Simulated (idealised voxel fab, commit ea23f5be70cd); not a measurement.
You're looking at the process module voxel fin reveal.
cross-section cut | 205 nm wide | cells 5 nm
Notation: cross-section as square-cell grid; stated in bands, top first, going down; one or more cell rows per band. The entry gives the band's vertical extent as a top height and a bottom height in nm, then its horizontal make-up as materials from left to right, each with a width in nm. "air" stands for empty space; a single material marked "throughout" fills the band edge to edge. It should be noted that heights are counted from 0, beneath which the wafer as supplied is of one material throughout, and that the lowest band possesses no lower boundary but continues downward, as written in "z 0 and below". Per-row width for "30 to 40": begins at first number (top row of band), ends at second number (bottom row), increment between rows held constant. It should be understood that the words "no change", when stated for a given step, signify that the cross-section underwent no change in any of its cells during that step. This entry, "Cavities, closed", enumerates those empty regions of no fewer than 8 cells that possess no open connection to the top. Each region is reported in the form width x height at distance, the distance being taken from the left edge, with all three quantities expressed in nm. Where a step's line continues beyond its settings, the continuation is a remark by the simulator itself on that step. Each step line may optionally specify "overlay nm", which for a step with a mask gives the rightward distance between the mask's planned place and where it lay, a negative value indicating the leftward direction.

-- Below is the list of planned process steps
| 1 | RECEIVE with material Si |
| 2 | CONFORMAL_DEP with material SiN, thk nm 5 |
| 3 | MASKED_ETCH with tone cover, mask id FINS, width nm 15, pitch nm 35, etch materials SiN, depth nm 5, overlay nm 0 |
| 4 | MASKED_ETCH with tone cover, mask id FINS, width nm 15, pitch nm 35, etch materials Si, depth nm 30, overlay nm 0 |
| 5 | FILL_DEP with material SiO2, thk nm 5 |
| 6 | CMP with height nm 5 |
| 7 | SELECTIVE_ETCH with etch materials SiO2, depth nm 25 |
| 8 | STRIP with etch materials SiN |
| 9 | CONFORMAL_DEP with material HfO2, thk nm 5 |

-- Shown in cross-section is the wafer as received, that is, as it stands after step 1
  z 0 and below = Si throughout
  Cavities, closed: none

-- The following cross-section depicts the wafer upon conclusion of the module. Processing commenced from the starting condition illustrated above and adhered to the plan illustrated above, save for one mistake in execution
  z 0 to -20 = 75 of air; 15 of Si; 20 of air; 15 of Si; 80 of air
  z -20 to -30 = 75 of SiO2; 15 of Si; 20 of SiO2; 15 of Si; 80 of SiO2
  z -30 and below = Si throughout
  Cavities, closed: none
So what did we get wrong on this run? yeah, step 9 of the plan got skipped, never ran
